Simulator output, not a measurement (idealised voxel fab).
Presented below is a process module, voxel self aligned vias.
Square cells of 5 nm make up the cross-section cut, whose width is 280 nm.
Cross-section layout: square cells on a grid; listed as bands, top to bottom; a band spans one or more cell rows.
In this notation a band is specified by the heights of its top and bottom, in that order and in nm, after which its materials appear from left to right, each paired with its width in nm. The word "edge to edge" attached to a single material means that material fills the band from edge to edge; the word "blank" stands for empty space.
It should be noted that heights are counted from 0, beneath which the wafer as supplied is of one material throughout, and that the lowest band possesses no lower boundary but continues downward, as written in "0 down".
Top row gets the first number, bottom row gets the second, and each row in between changes by the same step: that is how a band width like "30->40" works.
"remains unaltered" -> step changed no cross-section cell.
The label "Internal closed voids" introduces a list of the empty spaces, 8 cells or larger, that have no open way up to the top; each entry in it reads width x height at distance, where the distance is taken from the left edge and all three are stated in nm.
Whatever follows a step's settings on its line is a remark the simulator itself makes about that step.
The line of a step may include "overlay nm". On a step with a mask, this value is how far to the right of its planned place the mask lay. A negative value means the mask lay to the left.
### The process steps that were planned are listed below
- 1: RECEIVE,material Si
- 2: CONFORMAL_DEP,material SiO2,thk nm 10
- 3: CONFORMAL_DEP,material SiCN,thk nm 5
- 4: DIRECTIONAL_DEP,material lowk,thk nm 30
- 5: DIRECTIONAL_DEP,material aC,thk nm 15
- 6: PATTERN,tone open,mask id LINES,material resist,width nm 30,pitch nm 65,thk nm 35,overlay nm 0
- 7: DIRECTIONAL_ETCH,etch materials aC,depth nm 15
- 8: STRIP,etch materials resist
- 9: DIRECTIONAL_ETCH,etch materials lowk,depth nm 30
- 10: STRIP,etch materials aC
- 11: CONFORMAL_DEP,material TiN,thk nm 5
- 12: FILL_DEP,material W,thk nm 10
- 13: CMP,height nm 45
- 14: SELECTIVE_ETCH,etch materials W Ru TiN,depth nm 10
- 15: FILL_DEP,material SiN,thk nm 5
- 16: CMP,height nm 45
- 17: DIRECTIONAL_DEP,material lowk,thk nm 20
- 18: MASKED_ETCH,tone open,mask id VIAS,width nm 50,pitch nm 65,etch materials lowk,depth nm 20,overlay nm 0
- 19: MASKED_ETCH,tone open,mask id VIAS,width nm 50,pitch nm 65,etch materials SiN,depth nm 10,overlay nm 0
- 20: CONFORMAL_DEP,material TiN,thk nm 5
- 21: FILL_DEP,material Ru,thk nm 10
- 22: CMP,height nm 65
- 23: CONFORMAL_DEP,material SiN,thk nm 5
### So this is the incoming wafer in cross-section - it's already been through step 1
* 0 down  Si edge to edge
* Internal closed voids: none
### Post-module cross-section of the first of two wafers (run per plan)
* 70 to 65  SiN edge to edge
* 65 to 50  lowk 50 nm / TiN 5 nm / Ru 40 nm / TiN 5 nm / lowk 15 nm / TiN 5 nm / Ru 40 nm / TiN 5 nm / lowk 15 nm / TiN 5 nm / Ru 40 nm / TiN 5 nm / lowk 50 nm
* 50 to 40  lowk 50->60 nm / TiN 15->5 nm / Ru 20 nm / TiN 15->5 nm / lowk 15->35 nm / TiN 15->5 nm / Ru 20 nm / TiN 15->5 nm / lowk 15->35 nm / TiN 15->5 nm / Ru 20 nm / TiN 15->5 nm / lowk 50->60 nm
* 40 to 35  lowk 60 nm / TiN 30 nm / lowk 35 nm / TiN 30 nm / lowk 35 nm / TiN 30 nm / lowk 60 nm
* 35 to 20  lowk 60 nm / TiN 5 nm / W 20 nm / TiN 5 nm / lowk 35 nm / TiN 5 nm / W 20 nm / TiN 5 nm / lowk 35 nm / TiN 5 nm / W 20 nm / TiN 5 nm / lowk 60 nm
* 20 to 15  lowk 60 nm / TiN 30 nm / lowk 35 nm / TiN 30 nm / lowk 35 nm / TiN 30 nm / lowk 60 nm
* 15 to 10  SiCN edge to edge
* 10 to 0  SiO2 edge to edge
* 0 down  Si edge to edge
* Internal closed voids: none
### second wafer at the end: like start, like plan, one mistake
* 70 to 65  SiN edge to edge
* 65 to 50  lowk 50 nm / TiN 5 nm / Ru 40 nm / TiN 5 nm / lowk 15 nm / TiN 5 nm / Ru 40 nm / TiN 5 nm / lowk 15 nm / TiN 5 nm / Ru 40 nm / TiN 5 nm / lowk 50 nm
* 50 to 40  lowk 50->60 nm / TiN 15->5 nm / Ru 25 nm / TiN 10->5 nm / lowk 15->30 nm / TiN 15->5 nm / Ru 25 nm / TiN 10->5 nm / lowk 15->30 nm / TiN 15->5 nm / Ru 25 nm / TiN 10->5 nm / lowk 50->55 nm
* 40 to 35  lowk 60 nm / TiN 35 nm / lowk 30 nm / TiN 35 nm / lowk 30 nm / TiN 35 nm / lowk 55 nm
* 35 to 20  lowk 60 nm / TiN 5 nm / W 25 nm / TiN 5 nm / lowk 30 nm / TiN 5 nm / W 25 nm / TiN 5 nm / lowk 30 nm / TiN 5 nm / W 25 nm / TiN 5 nm / lowk 55 nm
* 20 to 15  lowk 60 nm / TiN 35 nm / lowk 30 nm / TiN 35 nm / lowk 30 nm / TiN 35 nm / lowk 55 nm
* 15 to 10  SiCN edge to edge
* 10 to 0  SiO2 edge to edge
* 0 down  Si edge to edge
* Internal closed voids: none
Error vs. plan: in deviation from the planned setting, step 6 was conducted as PATTERN,tone open,mask id LINES,material resist,width nm 35,pitch nm 65,thk nm 35,overlay nm 0
FYI, end of process, the second wafer has more or fewer cells of some materials than the first: Ru: 6 more, TiN: 3 more, W: 9 more, lowk: 18 fewer
